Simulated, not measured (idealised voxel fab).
process module | voxel spacer lines
cross-section cut | 190 nm wide | cells 5 nm
A cross-section is a grid of square cells, given in bands from the top down. A band is one or more rows of cells.
Each band's line starts with the height of the band's top and of its bottom, in nm. Then come its materials from left to right, each with its width in nm. One material with "throughout" fills the band from edge to edge. "air" is empty space.
Height 0 is the level under which the wafer as received is all one material. The lowest band goes on downwards, as in "0 down".
A width such as "30 to 40" changes by the same amount from each row of cells to the next, from the band's top row to its bottom row.
"no change" after a step means that no cell of the cross-section changed.
closed voids: empty space of 8 cells or more with no open way to the top, each as width x height at its distance from the left edge, in nm
after a step's settings: what the simulator itself notes on the step
overlay nm, on a step with a mask: how far to the right of its planned place the mask lay; to the left if negative
plan
1 op RECEIVE | material Si
2 op CONFORMAL_DEP | material Al2O3 | thk nm 10
3 op DIRECTIONAL_DEP | material TiN | thk nm 10
4 op DIRECTIONAL_DEP | material aC | thk nm 30
5 op PATTERN | tone cover | mask id MANDREL | material resist | width nm 15 | pitch nm 50 | thk nm 40 | overlay nm 0
6 op DIRECTIONAL_ETCH | etch materials aC | depth nm 30
7 op STRIP | etch materials resist
8 op CONFORMAL_DEP | material SiN | thk nm 10
9 op DIRECTIONAL_ETCH | etch materials SiN | depth nm 10
10 op STRIP | etch materials aC
11 op DIRECTIONAL_ETCH | etch materials TiN | depth nm 10
12 op STRIP | etch materials SiN
as received, after step 1
  0 down: Si throughout
  closed voids: none
a wafer at the end: this start, this plan, one mistake
  20 to 10: air 55 | TiN 10 | air 15 | TiN 10 | air 15 | TiN 10 | air 15 | TiN 10 | air 50
  10 to 0: Al2O3 throughout
  0 down: Si throughout
  closed voids: none
what went wrong: step 5 ran as: op PATTERN | tone cover | mask id MANDREL | material resist | width nm 15 | pitch nm 50 | thk nm 40 | overlay nm 5
